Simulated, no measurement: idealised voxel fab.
Process module name: voxel wiring stack
Square cell edge 5 nm, section width 200 nm, ID cut.
A cross-section is a grid of square cells, given in bands from the top down. A band is one or more rows of cells.
Quick guide to a band line: top height, bottom height (nm) up front; then every material left to right with its width in nm. Only one material and it's marked "everywhere"? Then it fills the band edge to edge. And "empty" just means empty space.
We count height from 0. Below that, the starting wafer is all one material. The lowest band never ends at the bottom but goes on down; see "z 0 and below" for how that is written.
Width "30->40": first value at the band's top row of cells, second value at its bottom row, equal change from row to row.
"identical to before" -> step changed no cross-section cell.
Listed in "Closed void entries": every empty space of 8 or more cells without an open way to the top. Form: width x height at distance, the distance being from the left edge, all in nm.
Step line, after settings: the simulator's comment on this step.
"overlay nm", when on a step's line for a step with a mask, measures how far to the right of its planned place the mask lay; a negative measure means to the left.
Every pair from here on: before one process step, after it. The after cross-section reaches only to the lowest band that changed. Below the pair: the step in between and its settings. Pairs can belong to different runs of this module on the same starting wafer; a pair carries on from the pair above only if the entry headed "Pre-processing view" says so.
PRE-PROCESSING VIEW
* z 125 to 100: Ru everywhere
* z 100 to 95: TiN everywhere
* z 95 to 85: lowk 25 nm; TiN 5 nm; W 5 nm; TiN 5 nm; lowk 65 nm; TiN 5 nm; W 5 nm; TiN 5 nm; lowk 80 nm
* z 85 to 80: SiCN 25 nm; TiN 15 nm; SiCN 65 nm; TiN 15 nm; SiCN 80 nm
* z 80 to 65: lowk 25 nm; TiN 5 nm; Cu 15 nm; TiN 5 nm; lowk 15 nm; TiN 5 nm; Cu 15 nm; TiN 5 nm; lowk 15 nm; TiN 5 nm; Cu 15 nm; TiN 5 nm; lowk 15 nm; TiN 5 nm; Cu 15 nm; TiN 5 nm; lowk 30 nm
* z 65 to 60: lowk 25 nm; TiN 5 nm; Cu 5 nm; TiN 15 nm; lowk 15 nm; TiN 5 nm; Cu 5 nm; TiN 15 nm; lowk 15 nm; TiN 5 nm; Cu 5 nm; TiN 15 nm; lowk 15 nm; TiN 5 nm; Cu 5 nm; TiN 15 nm; lowk 30 nm
* z 60 to 45: lowk 25 nm; TiN 5 nm; Cu 5 nm; TiN 5 nm; lowk 25 nm; TiN 5 nm; Cu 5 nm; TiN 5 nm; lowk 25 nm; TiN 5 nm; Cu 5 nm; TiN 5 nm; lowk 25 nm; TiN 5 nm; Cu 5 nm; TiN 5 nm; lowk 40 nm
* z 45 to 40: SiCN 25 nm; TiN 15 nm; SiCN 25 nm; TiN 15 nm; SiCN 25 nm; TiN 15 nm; SiCN 25 nm; TiN 15 nm; SiCN 40 nm
* z 40 to 20: lowk 25 nm; TiN 5 nm; Ru 15 nm; TiN 5 nm; lowk 15 nm; TiN 5 nm; Ru 15 nm; TiN 5 nm; lowk 15 nm; TiN 5 nm; Ru 15 nm; TiN 5 nm; lowk 15 nm; TiN 5 nm; Ru 15 nm; TiN 5 nm; lowk 30 nm
* z 20 to 15: SiCN 25 nm; TiN 25 nm; SiCN 15 nm; TiN 25 nm; SiCN 15 nm; TiN 25 nm; SiCN 15 nm; TiN 25 nm; SiCN 30 nm
* z 15 to 0: SiO2 everywhere
* z 0 and below: Si everywhere
* Closed void entries: none
STRUCTURE AFTER STEP
* z 145 to 125: resist 25 nm; empty 25 nm; resist 15 nm; empty 25 nm; resist 15 nm; empty 25 nm; resist 15 nm; empty 25 nm; resist 30 nm
* below 125: unchanged
* Closed void entries: none
Step between the cross-sections above: PATTERN with tone open, mask id METAL_3, material resist, width nm 25, pitch nm 40, thk nm 20, overlay nm 0
Pre-processing view: It is represented by the cross-section appearing after the step of the pair directly above.
STRUCTURE AFTER STEP
* z 145 to 125: resist 25 nm; empty 25 nm; resist 15 nm; empty 25 nm; resist 15 nm; empty 25 nm; resist 15 nm; empty 25 nm; resist 30 nm
* z 125 to 100: Ru 25 nm; empty 25 nm; Ru 15 nm; empty 25 nm; Ru 15 nm; empty 25 nm; Ru 15 nm; empty 25 nm; Ru 30 nm
* below 100: unchanged
* Closed void entries: none
Step between the cross-sections above: DIRECTIONAL_ETCH with etch materials Ru, depth nm 25
Pre-processing view: It is represented by the cross-section appearing after the step of the pair directly above.
STRUCTURE AFTER STEP
* z 145 to 125: resist 25 nm; empty 25 nm; resist 15 nm; empty 25 nm; resist 15 nm; empty 25 nm; resist 15 nm; empty 25 nm; resist 30 nm
* z 125 to 100: Ru 25 nm; empty 25 nm; Ru 15 nm; empty 25 nm; Ru 15 nm; empty 25 nm; Ru 15 nm; empty 25 nm; Ru 30 nm
* z 100 to 95: TiN 25 nm; empty 25 nm; TiN 15 nm; empty 25 nm; TiN 15 nm; empty 25 nm; TiN 15 nm; empty 25 nm; TiN 30 nm
* below 95: unchanged
* Closed void entries: none
Step between the cross-sections above: DIRECTIONAL_ETCH with etch materials TiN, depth nm 5
Pre-processing view: It is represented by the cross-section appearing after the step of the pair directly above.
STRUCTURE AFTER STEP
* z 125 to 100: Ru 25 nm; empty 25 nm; Ru 15 nm; empty 25 nm; Ru 15 nm; empty 25 nm; Ru 15 nm; empty 25 nm; Ru 30 nm
* below 100: unchanged
* Closed void entries: none
Step between the cross-sections above: STRIP with etch materials resist
Pre-processing view: It is represented by the cross-section appearing after the step of the pair directly above.
STRUCTURE AFTER STEP
* z 135 to 125: lowk everywhere
* z 125 to 100: Ru 25 nm; lowk 25 nm; Ru 15 nm; lowk 25 nm; Ru 15 nm; lowk 25 nm; Ru 15 nm; lowk 25 nm; Ru 30 nm
* z 100 to 95: TiN 25 nm; lowk 25 nm; TiN 15 nm; lowk 25 nm; TiN 15 nm; lowk 25 nm; TiN 15 nm; lowk 25 nm; TiN 30 nm
* below 95: unchanged
* Closed void entries: none
Step between the cross-sections above: FILL_DEP with material lowk, thk nm 10
Pre-processing view: It is represented by the cross-section appearing after the step of the pair directly above.
STRUCTURE AFTER STEP
* z 125 to 100: Ru 25 nm; lowk 25 nm; Ru 15 nm; lowk 25 nm; Ru 15 nm; lowk 25 nm; Ru 15 nm; lowk 25 nm; Ru 30 nm
* below 100: unchanged
* Closed void entries: none
Step between the cross-sections above: CMP with height nm 125
Pre-processing view: It is represented by the cross-section appearing after the step of the pair directly above.
STRUCTURE AFTER STEP
* z 130 to 125: SiCN everywhere
* below 125: unchanged
* Closed void entries: none
Step between the cross-sections above: CONFORMAL_DEP with material SiCN, thk nm 5
